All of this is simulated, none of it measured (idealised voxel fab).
process module | voxel self aligned contacts
Shown is cross-section cut, with a width of 250 nm and square cells of size 5 nm.
We lay out every cross-section as a grid of square cells and spell it out in bands from the top down, where one band means one or more rows of cells. Band: top height; bottom height; in nm. Then, left to right: material with width in nm, for each material. "edge to edge": a single material spanning edge to edge. "empty": empty space. All heights in this document are referenced to 0, defined as the level beneath which the wafer, as received, consists entirely of one material. The lowest band is not bounded below; it extends indefinitely downward and is written in the form "top 0, no bottom". Width spec "30->40" -> top row of cells at first value, bottom row at second value, equal per-row change in between. Where a step carries "nothing changed", the cross-section came out of it unchanged, cell for cell. Heads up: "Closed void table" only lists the empty pockets with no open path to the top that are 8 cells or more, and it writes them as width x height at distance, distance from the left edge, in nm. Anything after a step's settings on that line? It's the simulator's own note about the step. If you see "overlay nm" on a step's line and that step has a mask, it's telling you how far right of where it was planned the mask ended up; a negative number means it went left instead.

[Below is the list of planned process steps]
1 RECEIVE | material Si
2 OXIDIZE | depth nm 5
3 DIRECTIONAL_DEP | material polySi | thk nm 30
4 DIRECTIONAL_DEP | material SiN | thk nm 20
5 PATTERN | tone cover | mask id GATE | material resist | width nm 25 | pitch nm 60 | thk nm 15 | overlay nm 0
6 DIRECTIONAL_ETCH | etch materials SiN | depth nm 20
7 DIRECTIONAL_ETCH | etch materials polySi | depth nm 30
8 STRIP | etch materials resist
9 CONFORMAL_DEP | material SiN | thk nm 10
10 DIRECTIONAL_ETCH | etch materials SiN | depth nm 10
11 FILL_DEP | material SiO2 | thk nm 10
12 CMP | height nm 55
13 DIRECTIONAL_DEP | material aC | thk nm 15
14 PATTERN | tone open | mask id CONTACT | material resist | width nm 45 | thk nm 35 | overlay nm 0
15 DIRECTIONAL_ETCH | etch materials aC | depth nm 15
16 STRIP | etch materials resist
17 DIRECTIONAL_ETCH | etch materials SiO2 | depth nm 60
18 STRIP | etch materials aC
19 CONFORMAL_DEP | material TiN | thk nm 5
20 FILL_DEP | material W | thk nm 10
21 CMP | height nm 55
22 CONFORMAL_DEP | material SiCN | thk nm 5

[Concerning the first of two wafers, which was run in accordance with the plan]

[So this is the incoming wafer in cross-section - it's already been through step 1]
- top 0, no bottom  Si edge to edge
- Closed void table: none

[State of the wafer after step 2, shown in cross-section]
- top 0, bottom -5  SiO2 edge to edge
- Note: structure below -5 unchanged.

[State of the wafer after step 3, shown in cross-section]
- top 30, bottom 0  polySi edge to edge
- Note: structure below 0 unchanged.

[State of the wafer after step 4, shown in cross-section]
- top 50, bottom 30  SiN edge to edge
- Note: structure below 30 unchanged.

[State of the wafer after step 5, shown in cross-section]
- top 65, bottom 50  empty (80); resist (25); empty (35); resist (25); empty (85)
- Note: structure below 50 unchanged.

[State of the wafer after step 6, shown in cross-section]
- top 65, bottom 50  empty (80); resist (25); empty (35); resist (25); empty (85)
- top 50, bottom 30  empty (80); SiN (25); empty (35); SiN (25); empty (85)
- Note: structure below 30 unchanged.

[State of the wafer after step 7, shown in cross-section]
- top 65, bottom 50  empty (80); resist (25); empty (35); resist (25); empty (85)
- top 50, bottom 30  empty (80); SiN (25); empty (35); SiN (25); empty (85)
- top 30, bottom 0  empty (80); polySi (25); empty (35); polySi (25); empty (85)
- Note: structure below 0 unchanged.

[State of the wafer after step 8, shown in cross-section]
- top 50, bottom 30  empty (80); SiN (25); empty (35); SiN (25); empty (85)
- Note: structure below 30 unchanged.

[State of the wafer after step 9, shown in cross-section]
- top 60, bottom 30  empty (70); SiN (45); empty (15); SiN (45); empty (75)
- top 30, bottom 10  empty (70); SiN (10); polySi (25); SiN (10); empty (15); SiN (10); polySi (25); SiN (10); empty (75)
- top 10, bottom 0  SiN (80); polySi (25); SiN (35); polySi (25); SiN (85)
- Note: structure below 0 unchanged.

[State of the wafer after step 10, shown in cross-section]
- top 50, bottom 30  empty (70); SiN (45); empty (15); SiN (45); empty (75)
- top 30, bottom 0  empty (70); SiN (10); polySi (25); SiN (10); empty (15); SiN (10); polySi (25); SiN (10); empty (75)
- Note: structure below 0 unchanged.

[State of the wafer after step 11, shown in cross-section]
- top 60, bottom 50  SiO2 edge to edge
- top 50, bottom 30  SiO2 (70); SiN (45); SiO2 (15); SiN (45); SiO2 (75)
- top 30, bottom 0  SiO2 (70); SiN (10); polySi (25); SiN (10); SiO2 (15); SiN (10); polySi (25); SiN (10); SiO2 (75)
- Note: structure below 0 unchanged.

[State of the wafer after step 12, shown in cross-section]
- top 55, bottom 50  SiO2 edge to edge
- Note: structure below 50 unchanged.

[State of the wafer after step 13, shown in cross-section]
- top 70, bottom 55  aC edge to edge
- Note: structure below 55 unchanged.

[State of the wafer after step 14, shown in cross-section]
- top 105, bottom 70  resist (100); empty (45); resist (105)
- Note: structure below 70 unchanged.

[State of the wafer after step 15, shown in cross-section]
- top 90, bottom 70  resist (100); empty (45); resist (105)
- top 70, bottom 55  aC (100); empty (45); aC (105)
- Note: structure below 55 unchanged.

[State of the wafer after step 16, shown in cross-section]
- top 70, bottom 55  aC (100); empty (45); aC (105)
- Note: structure below 55 unchanged.

[State of the wafer after step 17, shown in cross-section]
- top 70, bottom 55  aC (100); empty (45); aC (105)
- top 55, bottom 50  SiO2 (100); empty (45); SiO2 (105)
- top 50, bottom 30  SiO2 (70); SiN (45); empty (15); SiN (45); SiO2 (75)
- top 30, bottom 0  SiO2 (70); SiN (10); polySi (25); SiN (10); empty (15); SiN (10); polySi (25); SiN (10); SiO2 (75)
- top 0, bottom -5  SiO2 (115); empty (15); SiO2 (120)
- Note: structure below -5 unchanged.

[State of the wafer after step 18, shown in cross-section]
- top 55, bottom 50  SiO2 (100); empty (45); SiO2 (105)
- Note: structure below 50 unchanged.

[State of the wafer after step 19, shown in cross-section]
- top 60, bottom 55  TiN (105); empty (35); TiN (110)
- top 55, bottom 50  SiO2 (100); TiN (20); empty (5); TiN (20); SiO2 (105)
- top 50, bottom 30  SiO2 (70); SiN (45); TiN (5); empty (5); TiN (5); SiN (45); SiO2 (75)
- top 30, bottom 0  SiO2 (70); SiN (10); polySi (25); SiN (10); TiN (5); empty (5); TiN (5); SiN (10); polySi (25); SiN (10); SiO2 (75)
- top 0, bottom -5  SiO2 (115); TiN (15); SiO2 (120)
- Note: structure below -5 unchanged.

[State of the wafer after step 20, shown in cross-section]
- top 70, bottom 60  W edge to edge
- top 60, bottom 55  TiN (105); W (35); TiN (110)
- top 55, bottom 50  SiO2 (100); TiN (20); W (5); TiN (20); SiO2 (105)
- top 50, bottom 30  SiO2 (70); SiN (45); TiN (5); W (5); TiN (5); SiN (45); SiO2 (75)
- top 30, bottom 0  SiO2 (70); SiN (10); polySi (25); SiN (10); TiN (5); W (5); TiN (5); SiN (10); polySi (25); SiN (10); SiO2 (75)
- Note: structure below 0 unchanged.

[State of the wafer after step 21, shown in cross-section]
- top 55, bottom 50  SiO2 (100); TiN (20); W (5); TiN (20); SiO2 (105)
- Note: structure below 50 unchanged.

[State of the wafer after step 22, shown in cross-section]
- top 60, bottom 55  SiCN edge to edge
- Note: structure below 55 unchanged.

[Notes, second wafer: start = first wafer's, plan = first wafer's, execution had one mistake; history identical to first through step 20]

Second wafer, cut view, end of step 21 per plan: nothing changed

[Second wafer, cut view, end of step 22 per plan]
- top 75, bottom 70  SiCN edge to edge
- Note: structure below 70 unchanged.
what went wrong: with respect to the plan, step 21 was omitted and not executed
Once processing is complete, comparing cell counts shows that the second wafer has more or fewer of certain materials than the first: TiN: 43 more | W: 107 more
